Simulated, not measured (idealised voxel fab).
process module | voxel self aligned contacts
cross-section cut | 235 nm wide | cells 5 nm
A cross-section is a grid of square cells, given in bands from the top down. A band is one or more rows of cells.
Each band's line starts with the height of the band's top and of its bottom, in nm. Then come its materials from left to right, each with its width in nm. One material with "throughout" fills the band from edge to edge. "air" is empty space.
Height 0 is the level under which the wafer as received is all one material. The lowest band goes on downwards, as in "0 down".
A width such as "30 to 40" changes by the same amount from each row of cells to the next, from the band's top row to its bottom row.
"no change" after a step means that no cell of the cross-section changed.
closed voids: empty space of 8 cells or more with no open way to the top, each as width x height at its distance from the left edge, in nm
after a step's settings: what the simulator itself notes on the step
overlay nm, on a step with a mask: how far to the right of its planned place the mask lay; to the left if negative
Each pair below shows a cross-section before one step and the cross-section after it, down to the lowest band that changed. The line under each pair gives the step between them, with its settings. The pairs can come from different runs of this module on the same starting wafer, so a pair continues from the pair above only where its "before" says so.
before
  0 down: Si throughout
  closed voids: none
after
  5 to 0: SiO2 throughout
  below 0: unchanged
  closed voids: none
the step between: op CONFORMAL_DEP | material SiO2 | thk nm 5
before: the cross-section after the pair above
after
  30 to 5: polySi throughout
  below 5: unchanged
  closed voids: none
the step between: op DIRECTIONAL_DEP | material polySi | thk nm 25
before: the cross-section after the pair above
after
  50 to 30: SiN throughout
  below 30: unchanged
  closed voids: none
the step between: op DIRECTIONAL_DEP | material SiN | thk nm 20
before: the cross-section after the pair above
after
  65 to 50: air 50 | resist 25 | air 30 | resist 25 | air 30 | resist 25 | air 50
  below 50: unchanged
  closed voids: none
the step between: op PATTERN | tone cover | mask id GATE | material resist | width nm 25 | pitch nm 55 | thk nm 15 | overlay nm 0
before: the cross-section after the pair above
after
  65 to 50: air 50 | resist 25 | air 30 | resist 25 | air 30 | resist 25 | air 50
  50 to 30: air 50 | SiN 25 | air 30 | SiN 25 | air 30 | SiN 25 | air 50
  below 30: unchanged
  closed voids: none
the step between: op DIRECTIONAL_ETCH | etch materials SiN | depth nm 20
before: the cross-section after the pair above
after
  65 to 50: air 50 | resist 25 | air 30 | resist 25 | air 30 | resist 25 | air 50
  50 to 30: air 50 | SiN 25 | air 30 | SiN 25 | air 30 | SiN 25 | air 50
  30 to 5: air 50 | polySi 25 | air 30 | polySi 25 | air 30 | polySi 25 | air 50
  below 5: unchanged
  closed voids: none
the step between: op DIRECTIONAL_ETCH | etch materials polySi | depth nm 25
before: the cross-section after the pair above
after
  50 to 30: air 50 | SiN 25 | air 30 | SiN 25 | air 30 | SiN 25 | air 50
  below 30: unchanged
  closed voids: none
the step between: op STRIP | etch materials resist
before: the cross-section after the pair above
after
  55 to 30: air 45 | SiN 35 | air 20 | SiN 35 | air 20 | SiN 35 | air 45
  30 to 10: air 45 | SiN 5 | polySi 25 | SiN 5 | air 20 | SiN 5 | polySi 25 | SiN 5 | air 20 | SiN 5 | polySi 25 | SiN 5 | air 45
  10 to 5: SiN 50 | polySi 25 | SiN 30 | polySi 25 | SiN 30 | polySi 25 | SiN 50
  below 5: unchanged
  closed voids: none
the step between: op CONFORMAL_DEP | material SiN | thk nm 5
before: the cross-section after the pair above
after
  50 to 30: air 45 | SiN 35 | air 20 | SiN 35 | air 20 | SiN 35 | air 45
  30 to 5: air 45 | SiN 5 | polySi 25 | SiN 5 | air 20 | SiN 5 | polySi 25 | SiN 5 | air 20 | SiN 5 | polySi 25 | SiN 5 | air 45
  below 5: unchanged
  closed voids: none
the step between: op DIRECTIONAL_ETCH | etch materials SiN | depth nm 5
before: the cross-section after the pair above
after
  65 to 50: SiO2 throughout
  50 to 30: SiO2 45 | SiN 35 | SiO2 20 | SiN 35 | SiO2 20 | SiN 35 | SiO2 45
  30 to 5: SiO2 45 | SiN 5 | polySi 25 | SiN 5 | SiO2 20 | SiN 5 | polySi 25 | SiN 5 | SiO2 20 | SiN 5 | polySi 25 | SiN 5 | SiO2 45
  below 5: unchanged
  closed voids: none
the step between: op FILL_DEP | material SiO2 | thk nm 15
before: the cross-section after the pair above
after
  55 to 50: SiO2 throughout
  below 50: unchanged
  closed voids: none
the step between: op CMP | height nm 55
before: the cross-section after the pair above
after
  75 to 55: resist 70 | air 40 | resist 15 | air 40 | resist 70
  below 55: unchanged
  closed voids: none
the step between: op PATTERN | tone open | mask id CONTACT | material resist | width nm 40 | pitch nm 55 | thk nm 20 | overlay nm 0
before: the cross-section after the pair above
after
  75 to 55: resist 70 | air 40 | resist 15 | air 40 | resist 70
  55 to 50: SiO2 70 | air 40 | SiO2 15 | air 40 | SiO2 70
  50 to 30: SiO2 45 | SiN 35 | air 20 | SiN 35 | air 20 | SiN 35 | SiO2 45
  30 to 5: SiO2 45 | SiN 5 | polySi 25 | SiN 5 | air 20 | SiN 5 | polySi 25 | SiN 5 | air 20 | SiN 5 | polySi 25 | SiN 5 | SiO2 45
  5 to 0: SiO2 80 | air 20 | SiO2 35 | air 20 | SiO2 80
  below 0: unchanged
  closed voids: none
the step between: op DIRECTIONAL_ETCH | etch materials SiO2 | depth nm 55
before: the cross-section after the pair above
after
  55 to 50: SiO2 70 | air 40 | SiO2 15 | air 40 | SiO2 70
  below 50: unchanged
  closed voids: none
the step between: op STRIP | etch materials resist
before: the cross-section after the pair above
after
  60 to 55: TiN 75 | air 30 | TiN 25 | air 30 | TiN 75
  55 to 50: SiO2 70 | TiN 15 | air 10 | TiN 15 | SiO2 15 | TiN 15 | air 10 | TiN 15 | SiO2 70
  50 to 30: SiO2 45 | SiN 35 | TiN 5 | air 10 | TiN 5 | SiN 35 | TiN 5 | air 10 | TiN 5 | SiN 35 | SiO2 45
  30 to 5: SiO2 45 | SiN 5 | polySi 25 | SiN 5 | TiN 5 | air 10 | TiN 5 | SiN 5 | polySi 25 | SiN 5 | TiN 5 | air 10 | TiN 5 | SiN 5 | polySi 25 | SiN 5 | SiO2 45
  5 to 0: SiO2 80 | TiN 20 | SiO2 35 | TiN 20 | SiO2 80
  below 0: unchanged
  closed voids: none
the step between: op CONFORMAL_DEP | material TiN | thk nm 5
before: the cross-section after the pair above
after
  70 to 60: W throughout
  60 to 55: TiN 75 | W 30 | TiN 25 | W 30 | TiN 75
  55 to 50: SiO2 70 | TiN 15 | W 10 | TiN 15 | SiO2 15 | TiN 15 | W 10 | TiN 15 | SiO2 70
  50 to 30: SiO2 45 | SiN 35 | TiN 5 | W 10 | TiN 5 | SiN 35 | TiN 5 | W 10 | TiN 5 | SiN 35 | SiO2 45
  30 to 5: SiO2 45 | SiN 5 | polySi 25 | SiN 5 | TiN 5 | W 10 | TiN 5 | SiN 5 | polySi 25 | SiN 5 | TiN 5 | W 10 | TiN 5 | SiN 5 | polySi 25 | SiN 5 | SiO2 45
  below 5: unchanged
  closed voids: none
the step between: op FILL_DEP | material W | thk nm 10
before: the cross-section after the pair above
after
  55 to 50: SiO2 70 | TiN 15 | W 10 | TiN 15 | SiO2 15 | TiN 15 | W 10 | TiN 15 | SiO2 70
  below 50: unchanged
  closed voids: none
the step between: op CMP | height nm 55
before: the cross-section after the pair above
after
  60 to 55: SiN throughout
  below 55: unchanged
  closed voids: none
the step between: op CONFORMAL_DEP | material SiN | thk nm 5
before
  70 to 60: W throughout
  60 to 55: TiN 75 | W 30 | TiN 25 | W 30 | TiN 75
  55 to 50: SiO2 70 | TiN 15 | W 10 | TiN 15 | SiO2 15 | TiN 15 | W 10 | TiN 15 | SiO2 70
  50 to 30: SiO2 45 | SiN 35 | TiN 5 | W 10 | TiN 5 | SiN 35 | TiN 5 | W 10 | TiN 5 | SiN 35 | SiO2 45
  30 to 5: SiO2 45 | SiN 5 | polySi 25 | SiN 5 | TiN 5 | W 10 | TiN 5 | SiN 5 | polySi 25 | SiN 5 | TiN 5 | W 10 | TiN 5 | SiN 5 | polySi 25 | SiN 5 | SiO2 45
  5 to 0: SiO2 80 | TiN 20 | SiO2 35 | TiN 20 | SiO2 80
  0 down: Si throughout
  closed voids: none
after
  75 to 70: SiN throughout
  below 70: unchanged
  closed voids: none
the step between: op CONFORMAL_DEP | material SiN | thk nm 5
before
  50 to 30: SiN throughout
  30 to 5: polySi throughout
  5 to 0: SiO2 throughout
  0 down: Si throughout
  closed voids: none
after
  70 to 30: SiN throughout
  below 30: unchanged
  closed voids: none
the step between: op DIRECTIONAL_DEP | material SiN | thk nm 20
before: the cross-section after the pair above
after
  85 to 70: air 50 | resist 25 | air 30 | resist 25 | air 30 | resist 25 | air 50
  below 70: unchanged
  closed voids: none
the step between: op PATTERN | tone cover | mask id GATE | material resist | width nm 25 | pitch nm 55 | thk nm 15 | overlay nm 0
before: the cross-section after the pair above
after
  85 to 70: air 50 | resist 25 | air 30 | resist 25 | air 30 | resist 25 | air 50
  70 to 50: air 50 | SiN 25 | air 30 | SiN 25 | air 30 | SiN 25 | air 50
  below 50: unchanged
  closed voids: none
the step between: op DIRECTIONAL_ETCH | etch materials SiN | depth nm 20
before: the cross-section after the pair above
after
  70 to 50: air 50 | SiN 25 | air 30 | SiN 25 | air 30 | SiN 25 | air 50
  below 50: unchanged
  closed voids: none
the step between: op STRIP | etch materials resist
before: the cross-section after the pair above
after
  75 to 55: air 45 | SiN 35 | air 20 | SiN 35 | air 20 | SiN 35 | air 45
  55 to 30: SiN throughout
  below 30: unchanged
  closed voids: none
the step between: op CONFORMAL_DEP | material SiN | thk nm 5
before: the cross-section after the pair above
after
  70 to 50: air 45 | SiN 35 | air 20 | SiN 35 | air 20 | SiN 35 | air 45
  below 50: unchanged
  closed voids: none
the step between: op DIRECTIONAL_ETCH | etch materials SiN | depth nm 5
before: the cross-section after the pair above
after
  85 to 70: SiO2 throughout
  70 to 50: SiO2 45 | SiN 35 | SiO2 20 | SiN 35 | SiO2 20 | SiN 35 | SiO2 45
  below 50: unchanged
  closed voids: none
the step between: op FILL_DEP | material SiO2 | thk nm 15
before: the cross-section after the pair above
after
  55 to 50: SiO2 45 | SiN 35 | SiO2 20 | SiN 35 | SiO2 20 | SiN 35 | SiO2 45
  below 50: unchanged
  closed voids: none
the step between: op CMP | height nm 55
before: the cross-section after the pair above
after
  75 to 55: resist 70 | air 40 | resist 15 | air 40 | resist 70
  below 55: unchanged
  closed voids: none
the step between: op PATTERN | tone open | mask id CONTACT | material resist | width nm 40 | pitch nm 55 | thk nm 20 | overlay nm 0
before: the cross-section after the pair above
after
  75 to 55: resist 70 | air 40 | resist 15 | air 40 | resist 70
  55 to 50: SiO2 45 | SiN 35 | air 20 | SiN 35 | air 20 | SiN 35 | SiO2 45
  below 50: unchanged
  closed voids: none
the step between: op DIRECTIONAL_ETCH | etch materials SiO2 | depth nm 55
before: the cross-section after the pair above
after
  55 to 50: SiO2 45 | SiN 35 | air 20 | SiN 35 | air 20 | SiN 35 | SiO2 45
  below 50: unchanged
  closed voids: none
the step between: op STRIP | etch materials resist
before: the cross-section after the pair above
after
  60 to 55: TiN 85 | air 10 | TiN 45 | air 10 | TiN 85
  55 to 50: SiO2 45 | SiN 35 | TiN 20 | SiN 35 | TiN 20 | SiN 35 | SiO2 45
  below 50: unchanged
  closed voids: none
the step between: op CONFORMAL_DEP | material TiN | thk nm 5
before: the cross-section after the pair above
after
  70 to 60: W throughout
  60 to 55: TiN 85 | W 10 | TiN 45 | W 10 | TiN 85
  below 55: unchanged
  closed voids: none
the step between: op FILL_DEP | material W | thk nm 10
before: the cross-section after the pair above
after
  55 to 50: SiO2 45 | SiN 35 | TiN 20 | SiN 35 | TiN 20 | SiN 35 | SiO2 45
  below 50: unchanged
  closed voids: none
the step between: op CMP | height nm 55
before: the cross-section after the pair above
after
  60 to 55: SiN throughout
  below 55: unchanged
  closed voids: none
the step between: op CONFORMAL_DEP | material SiN | thk nm 5
before
  50 to 30: air 50 | SiN 25 | air 30 | SiN 25 | air 30 | SiN 25 | air 50
  30 to 5: air 50 | polySi 25 | air 30 | polySi 25 | air 30 | polySi 25 | air 50
  5 to 0: SiO2 throughout
  0 down: Si throughout
  closed voids: none
after
  45 to 30: air 50 | SiN 25 | air 30 | SiN 25 | air 30 | SiN 25 | air 50
  below 30: unchanged
  closed voids: none
the step between: op DIRECTIONAL_ETCH | etch materials SiN | depth nm 5
before: the cross-section after the pair above
after
  50 to 30: air 45 | SiN 35 | air 20 | SiN 35 | air 20 | SiN 35 | air 45
  30 to 10: air 45 | SiN 5 | polySi 25 | SiN 5 | air 20 | SiN 5 | polySi 25 | SiN 5 | air 20 | SiN 5 | polySi 25 | SiN 5 | air 45
  10 to 5: SiN 50 | polySi 25 | SiN 30 | polySi 25 | SiN 30 | polySi 25 | SiN 50
  below 5: unchanged
  closed voids: none
the step between: op CONFORMAL_DEP | material SiN | thk nm 5
before: the cross-section after the pair above
after
  65 to 50: SiO2 throughout
  50 to 30: SiO2 45 | SiN 35 | SiO2 20 | SiN 35 | SiO2 20 | SiN 35 | SiO2 45
  30 to 10: SiO2 45 | SiN 5 | polySi 25 | SiN 5 | SiO2 20 | SiN 5 | polySi 25 | SiN 5 | SiO2 20 | SiN 5 | polySi 25 | SiN 5 | SiO2 45
  below 10: unchanged
  closed voids: none
the step between: op FILL_DEP | material SiO2 | thk nm 15
before: the cross-section after the pair above
after
  55 to 50: SiO2 throughout
  below 50: unchanged
  closed voids: none
the step between: op CMP | height nm 55
before: the cross-section after the pair above
after
  75 to 55: resist 70 | air 40 | resist 15 | air 40 | resist 70
  below 55: unchanged
  closed voids: none
the step between: op PATTERN | tone open | mask id CONTACT | material resist | width nm 40 | pitch nm 55 | thk nm 20 | overlay nm 0
before: the cross-section after the pair above
after
  75 to 55: resist 70 | air 40 | resist 15 | air 40 | resist 70
  55 to 50: SiO2 70 | air 40 | SiO2 15 | air 40 | SiO2 70
  50 to 30: SiO2 45 | SiN 35 | air 20 | SiN 35 | air 20 | SiN 35 | SiO2 45
  30 to 10: SiO2 45 | SiN 5 | polySi 25 | SiN 5 | air 20 | SiN 5 | polySi 25 | SiN 5 | air 20 | SiN 5 | polySi 25 | SiN 5 | SiO2 45
  below 10: unchanged
  closed voids: none
the step between: op DIRECTIONAL_ETCH | etch materials SiO2 | depth nm 55
before: the cross-section after the pair above
after
  55 to 50: SiO2 70 | air 40 | SiO2 15 | air 40 | SiO2 70
  below 50: unchanged
  closed voids: none
the step between: op STRIP | etch materials resist
before: the cross-section after the pair above
after
  60 to 55: TiN 75 | air 30 | TiN 25 | air 30 | TiN 75
  55 to 50: SiO2 70 | TiN 15 | air 10 | TiN 15 | SiO2 15 | TiN 15 | air 10 | TiN 15 | SiO2 70
  50 to 30: SiO2 45 | SiN 35 | TiN 5 | air 10 | TiN 5 | SiN 35 | TiN 5 | air 10 | TiN 5 | SiN 35 | SiO2 45
  30 to 15: SiO2 45 | SiN 5 | polySi 25 | SiN 5 | TiN 5 | air 10 | TiN 5 | SiN 5 | polySi 25 | SiN 5 | TiN 5 | air 10 | TiN 5 | SiN 5 | polySi 25 | SiN 5 | SiO2 45
  15 to 10: SiO2 45 | SiN 5 | polySi 25 | SiN 5 | TiN 20 | SiN 5 | polySi 25 | SiN 5 | TiN 20 | SiN 5 | polySi 25 | SiN 5 | SiO2 45
  below 10: unchanged
  closed voids: none
the step between: op CONFORMAL_DEP | material TiN | thk nm 5
before: the cross-section after the pair above
after
  70 to 60: W throughout
  60 to 55: TiN 75 | W 30 | TiN 25 | W 30 | TiN 75
  55 to 50: SiO2 70 | TiN 15 | W 10 | TiN 15 | SiO2 15 | TiN 15 | W 10 | TiN 15 | SiO2 70
  50 to 30: SiO2 45 | SiN 35 | TiN 5 | W 10 | TiN 5 | SiN 35 | TiN 5 | W 10 | TiN 5 | SiN 35 | SiO2 45
  30 to 15: SiO2 45 | SiN 5 | polySi 25 | SiN 5 | TiN 5 | W 10 | TiN 5 | SiN 5 | polySi 25 | SiN 5 | TiN 5 | W 10 | TiN 5 | SiN 5 | polySi 25 | SiN 5 | SiO2 45
  below 15: unchanged
  closed voids: none
the step between: op FILL_DEP | material W | thk nm 10
before: the cross-section after the pair above
after
  55 to 50: SiO2 70 | TiN 15 | W 10 | TiN 15 | SiO2 15 | TiN 15 | W 10 | TiN 15 | SiO2 70
  below 50: unchanged
  closed voids: none
the step between: op CMP | height nm 55
before: the cross-section after the pair above
after
  60 to 55: SiN throughout
  below 55: unchanged
  closed voids: none
the step between: op CONFORMAL_DEP | material SiN | thk nm 5
before
  50 to 30: air 50 | SiN 25 | air 30 | SiN 25 | air 30 | SiN 25 | air 50
  30 to 5: air 50 | polySi 25 | air 30 | polySi 25 | air 30 | polySi 25 | air 50
  5 to 0: SiO2 throughout
  0 down: Si throughout
  closed voids: none
after
  65 to 30: air 35 | SiN 165 | air 35
  30 to 20: air 35 | SiN 15 | polySi 25 | SiN 30 | polySi 25 | SiN 30 | polySi 25 | SiN 15 | air 35
  20 to 5: SiN 50 | polySi 25 | SiN 30 | polySi 25 | SiN 30 | polySi 25 | SiN 50
  below 5: unchanged
  closed voids: none
the step between: op CONFORMAL_DEP | material SiN | thk nm 15
before: the cross-section after the pair above
after
  60 to 30: air 35 | SiN 165 | air 35
  30 to 15: air 35 | SiN 15 | polySi 25 | SiN 30 | polySi 25 | SiN 30 | polySi 25 | SiN 15 | air 35
  below 15: unchanged
  closed voids: none
the step between: op DIRECTIONAL_ETCH | etch materials SiN | depth nm 5
before: the cross-section after the pair above
after
  75 to 60: SiO2 throughout
  60 to 30: SiO2 35 | SiN 165 | SiO2 35
  30 to 15: SiO2 35 | SiN 15 | polySi 25 | SiN 30 | polySi 25 | SiN 30 | polySi 25 | SiN 15 | SiO2 35
  below 15: unchanged
  closed voids: none
the step between: op FILL_DEP | material SiO2 | thk nm 15
before: the cross-section after the pair above
after
  55 to 30: SiO2 35 | SiN 165 | SiO2 35
  below 30: unchanged
  closed voids: none
the step between: op CMP | height nm 55
before: the cross-section after the pair above
after
  75 to 55: resist 70 | air 40 | resist 15 | air 40 | resist 70
  below 55: unchanged
  closed voids: none
the step between: op PATTERN | tone open | mask id CONTACT | material resist | width nm 40 | pitch nm 55 | thk nm 20 | overlay nm 0
before: the cross-section after the pair above
after
  55 to 30: SiO2 35 | SiN 165 | SiO2 35
  below 30: unchanged
  closed voids: none
the step between: op STRIP | etch materials resist
before: the cross-section after the pair above
after
  60 to 55: TiN throughout
  below 55: unchanged
  closed voids: none
the step between: op CONFORMAL_DEP | material TiN | thk nm 5
before: the cross-section after the pair above
after
  70 to 60: W throughout
  below 60: unchanged
  closed voids: none
the step between: op FILL_DEP | material W | thk nm 10
before: the cross-section after the pair above
after
  55 to 30: SiO2 35 | SiN 165 | SiO2 35
  below 30: unchanged
  closed voids: none
the step between: op CMP | height nm 55
before: the cross-section after the pair above
after
  60 to 55: SiN throughout
  below 55: unchanged
  closed voids: none
the step between: op CONFORMAL_DEP | material SiN | thk nm 5
before
  50 to 30: SiN throughout
  30 to 5: polySi throughout
  5 to 0: SiO2 throughout
  0 down: Si throughout
  closed voids: none
after
  65 to 50: air 45 | resist 35 | air 20 | resist 35 | air 20 | resist 35 | air 45
  below 50: unchanged
  closed voids: none
the step between: op PATTERN | tone cover | mask id GATE | material resist | width nm 35 | pitch nm 55 | thk nm 15 | overlay nm 0
before: the cross-section after the pair above
after
  65 to 50: air 45 | resist 35 | air 20 | resist 35 | air 20 | resist 35 | air 45
  50 to 30: air 45 | SiN 35 | air 20 | SiN 35 | air 20 | SiN 35 | air 45
  below 30: unchanged
  closed voids: none
the step between: op DIRECTIONAL_ETCH | etch materials SiN | depth nm 20
before: the cross-section after the pair above
after
  65 to 50: air 45 | resist 35 | air 20 | resist 35 | air 20 | resist 35 | air 45
  50 to 30: air 45 | SiN 35 | air 20 | SiN 35 | air 20 | SiN 35 | air 45
  30 to 5: air 45 | polySi 35 | air 20 | polySi 35 | air 20 | polySi 35 | air 45
  below 5: unchanged
  closed voids: none
the step between: op DIRECTIONAL_ETCH | etch materials polySi | depth nm 25
before: the cross-section after the pair above
after
  50 to 30: air 45 | SiN 35 | air 20 | SiN 35 | air 20 | SiN 35 | air 45
  below 30: unchanged
  closed voids: none
the step between: op STRIP | etch materials resist
before: the cross-section after the pair above
after
  55 to 30: air 40 | SiN 45 | air 10 | SiN 45 | air 10 | SiN 45 | air 40
  30 to 10: air 40 | SiN 5 | polySi 35 | SiN 5 | air 10 | SiN 5 | polySi 35 | SiN 5 | air 10 | SiN 5 | polySi 35 | SiN 5 | air 40
  10 to 5: SiN 45 | polySi 35 | SiN 20 | polySi 35 | SiN 20 | polySi 35 | SiN 45
  below 5: unchanged
  closed voids: none
the step between: op CONFORMAL_DEP | material SiN | thk nm 5
before: the cross-section after the pair above
after
  50 to 30: air 40 | SiN 45 | air 10 | SiN 45 | air 10 | SiN 45 | air 40
  30 to 5: air 40 | SiN 5 | polySi 35 | SiN 5 | air 10 | SiN 5 | polySi 35 | SiN 5 | air 10 | SiN 5 | polySi 35 | SiN 5 | air 40
  below 5: unchanged
  closed voids: none
the step between: op DIRECTIONAL_ETCH | etch materials SiN | depth nm 5
before: the cross-section after the pair above
after
  65 to 50: SiO2 throughout
  50 to 30: SiO2 40 | SiN 45 | SiO2 10 | SiN 45 | SiO2 10 | SiN 45 | SiO2 40
  30 to 5: SiO2 40 | SiN 5 | polySi 35 | SiN 5 | SiO2 10 | SiN 5 | polySi 35 | SiN 5 | SiO2 10 | SiN 5 | polySi 35 | SiN 5 | SiO2 40
  below 5: unchanged
  closed voids: none
the step between: op FILL_DEP | material SiO2 | thk nm 15
before: the cross-section after the pair above
after
  55 to 50: SiO2 throughout
  below 50: unchanged
  closed voids: none
the step between: op CMP | height nm 55
before: the cross-section after the pair above
after
  75 to 55: resist 70 | air 40 | resist 15 | air 40 | resist 70
  below 55: unchanged
  closed voids: none
the step between: op PATTERN | tone open | mask id CONTACT | material resist | width nm 40 | pitch nm 55 | thk nm 20 | overlay nm 0
before: the cross-section after the pair above
after
  75 to 55: resist 70 | air 40 | resist 15 | air 40 | resist 70
  55 to 50: SiO2 70 | air 40 | SiO2 15 | air 40 | SiO2 70
  50 to 30: SiO2 40 | SiN 45 | air 10 | SiN 45 | air 10 | SiN 45 | SiO2 40
  30 to 5: SiO2 40 | SiN 5 | polySi 35 | SiN 5 | air 10 | SiN 5 | polySi 35 | SiN 5 | air 10 | SiN 5 | polySi 35 | SiN 5 | SiO2 40
  5 to 0: SiO2 85 | air 10 | SiO2 45 | air 10 | SiO2 85
  below 0: unchanged
  closed voids: none
the step between: op DIRECTIONAL_ETCH | etch materials SiO2 | depth nm 55
before: the cross-section after the pair above
after
  55 to 50: SiO2 70 | air 40 | SiO2 15 | air 40 | SiO2 70
  below 50: unchanged
  closed voids: none
the step between: op STRIP | etch materials resist
before: the cross-section after the pair above
after
  60 to 55: TiN 75 | air 30 | TiN 25 | air 30 | TiN 75
  55 to 50: SiO2 70 | TiN 40 | SiO2 15 | TiN 40 | SiO2 70
  50 to 30: SiO2 40 | SiN 45 | TiN 10 | SiN 45 | TiN 10 | SiN 45 | SiO2 40
  30 to 5: SiO2 40 | SiN 5 | polySi 35 | SiN 5 | TiN 10 | SiN 5 | polySi 35 | SiN 5 | TiN 10 | SiN 5 | polySi 35 | SiN 5 | SiO2 40
  5 to 0: SiO2 85 | TiN 10 | SiO2 45 | TiN 10 | SiO2 85
  below 0: unchanged
  closed voids: none
the step between: op CONFORMAL_DEP | material TiN | thk nm 5
before: the cross-section after the pair above
after
  70 to 60: W throughout
  60 to 55: TiN 75 | W 30 | TiN 25 | W 30 | TiN 75
  below 55: unchanged
  closed voids: none
the step between: op FILL_DEP | material W | thk nm 10
before: the cross-section after the pair above
after
  55 to 50: SiO2 70 | TiN 40 | SiO2 15 | TiN 40 | SiO2 70
  below 50: unchanged
  closed voids: none
the step between: op CMP | height nm 55
before: the cross-section after the pair above
after
  60 to 55: SiN throughout
  below 55: unchanged
  closed voids: none
the step between: op CONFORMAL_DEP | material SiN | thk nm 5
before
  50 to 30: SiN throughout
  30 to 5: polySi throughout
  5 to 0: SiO2 throughout
  0 down: Si throughout
  closed voids: none
after
  65 to 50: air 45 | resist 25 | air 30 | resist 25 | air 30 | resist 25 | air 55
  below 50: unchanged
  closed voids: none
the step between: op PATTERN | tone cover | mask id GATE | material resist | width nm 25 | pitch nm 55 | thk nm 15 | overlay nm -5
before: the cross-section after the pair above
after
  65 to 50: air 45 | resist 25 | air 30 | resist 25 | air 30 | resist 25 | air 55
  50 to 30: air 45 | SiN 25 | air 30 | SiN 25 | air 30 | SiN 25 | air 55
  below 30: unchanged
  closed voids: none
the step between: op DIRECTIONAL_ETCH | etch materials SiN | depth nm 20
before: the cross-section after the pair above
after
  65 to 50: air 45 | resist 25 | air 30 | resist 25 | air 30 | resist 25 | air 55
  50 to 30: air 45 | SiN 25 | air 30 | SiN 25 | air 30 | SiN 25 | air 55
  30 to 5: air 45 | polySi 25 | air 30 | polySi 25 | air 30 | polySi 25 | air 55
  below 5: unchanged
  closed voids: none
the step between: op DIRECTIONAL_ETCH | etch materials polySi | depth nm 25
before: the cross-section after the pair above
after
  50 to 30: air 45 | SiN 25 | air 30 | SiN 25 | air 30 | SiN 25 | air 55
  below 30: unchanged
  closed voids: none
the step between: op STRIP | etch materials resist
before: the cross-section after the pair above
after
  55 to 30: air 40 | SiN 35 | air 20 | SiN 35 | air 20 | SiN 35 | air 50
  30 to 10: air 40 | SiN 5 | polySi 25 | SiN 5 | air 20 | SiN 5 | polySi 25 | SiN 5 | air 20 | SiN 5 | polySi 25 | SiN 5 | air 50
  10 to 5: SiN 45 | polySi 25 | SiN 30 | polySi 25 | SiN 30 | polySi 25 | SiN 55
  below 5: unchanged
  closed voids: none
the step between: op CONFORMAL_DEP | material SiN | thk nm 5
before: the cross-section after the pair above
after
  50 to 30: air 40 | SiN 35 | air 20 | SiN 35 | air 20 | SiN 35 | air 50
  30 to 5: air 40 | SiN 5 | polySi 25 | SiN 5 | air 20 | SiN 5 | polySi 25 | SiN 5 | air 20 | SiN 5 | polySi 25 | SiN 5 | air 50
  below 5: unchanged
  closed voids: none
the step between: op DIRECTIONAL_ETCH | etch materials SiN | depth nm 5
before: the cross-section after the pair above
after
  65 to 50: SiO2 throughout
  50 to 30: SiO2 40 | SiN 35 | SiO2 20 | SiN 35 | SiO2 20 | SiN 35 | SiO2 50
  30 to 5: SiO2 40 | SiN 5 | polySi 25 | SiN 5 | SiO2 20 | SiN 5 | polySi 25 | SiN 5 | SiO2 20 | SiN 5 | polySi 25 | SiN 5 | SiO2 50
  below 5: unchanged
  closed voids: none
the step between: op FILL_DEP | material SiO2 | thk nm 15
before: the cross-section after the pair above
after
  55 to 50: SiO2 throughout
  below 50: unchanged
  closed voids: none
the step between: op CMP | height nm 55
before: the cross-section after the pair above
after
  75 to 55: resist 70 | air 40 | resist 15 | air 40 | resist 70
  below 55: unchanged
  closed voids: none
the step between: op PATTERN | tone open | mask id CONTACT | material resist | width nm 40 | pitch nm 55 | thk nm 20 | overlay nm 0
before: the cross-section after the pair above
after
  75 to 55: resist 70 | air 40 | resist 15 | air 40 | resist 70
  55 to 50: SiO2 70 | air 40 | SiO2 15 | air 40 | SiO2 70
  50 to 30: SiO2 40 | SiN 35 | air 20 | SiN 35 | air 20 | SiN 35 | SiO2 50
  30 to 5: SiO2 40 | SiN 5 | polySi 25 | SiN 5 | air 20 | SiN 5 | polySi 25 | SiN 5 | air 20 | SiN 5 | polySi 25 | SiN 5 | SiO2 50
  5 to 0: SiO2 75 | air 20 | SiO2 35 | air 20 | SiO2 85
  below 0: unchanged
  closed voids: none
the step between: op DIRECTIONAL_ETCH | etch materials SiO2 | depth nm 55
before: the cross-section after the pair above
after
  55 to 50: SiO2 70 | air 40 | SiO2 15 | air 40 | SiO2 70
  below 50: unchanged
  closed voids: none
the step between: op STRIP | etch materials resist
before: the cross-section after the pair above
after
  60 to 55: TiN 75 | air 30 | TiN 25 | air 30 | TiN 75
  55 to 50: SiO2 70 | TiN 10 | air 10 | TiN 20 | SiO2 15 | TiN 10 | air 10 | TiN 20 | SiO2 70
  50 to 30: SiO2 40 | SiN 35 | TiN 5 | air 10 | TiN 5 | SiN 35 | TiN 5 | air 10 | TiN 5 | SiN 35 | SiO2 50
  30 to 5: SiO2 40 | SiN 5 | polySi 25 | SiN 5 | TiN 5 | air 10 | TiN 5 | SiN 5 | polySi 25 | SiN 5 | TiN 5 | air 10 | TiN 5 | SiN 5 | polySi 25 | SiN 5 | SiO2 50
  5 to 0: SiO2 75 | TiN 20 | SiO2 35 | TiN 20 | SiO2 85
  below 0: unchanged
  closed voids: none
the step between: op CONFORMAL_DEP | material TiN | thk nm 5
before: the cross-section after the pair above
after
  70 to 60: W throughout
  60 to 55: TiN 75 | W 30 | TiN 25 | W 30 | TiN 75
  55 to 50: SiO2 70 | TiN 10 | W 10 | TiN 20 | SiO2 15 | TiN 10 | W 10 | TiN 20 | SiO2 70
  50 to 30: SiO2 40 | SiN 35 | TiN 5 | W 10 | TiN 5 | SiN 35 | TiN 5 | W 10 | TiN 5 | SiN 35 | SiO2 50
  30 to 5: SiO2 40 | SiN 5 | polySi 25 | SiN 5 | TiN 5 | W 10 | TiN 5 | SiN 5 | polySi 25 | SiN 5 | TiN 5 | W 10 | TiN 5 | SiN 5 | polySi 25 | SiN 5 | SiO2 50
  below 5: unchanged
  closed voids: none
the step between: op FILL_DEP | material W | thk nm 10
before: the cross-section after the pair above
after
  55 to 50: SiO2 70 | TiN 10 | W 10 | TiN 20 | SiO2 15 | TiN 10 | W 10 | TiN 20 | SiO2 70
  below 50: unchanged
  closed voids: none
the step between: op CMP | height nm 55
before: the cross-section after the pair above
after
  60 to 55: SiN throughout
  below 55: unchanged
  closed voids: none
the step between: op CONFORMAL_DEP | material SiN | thk nm 5
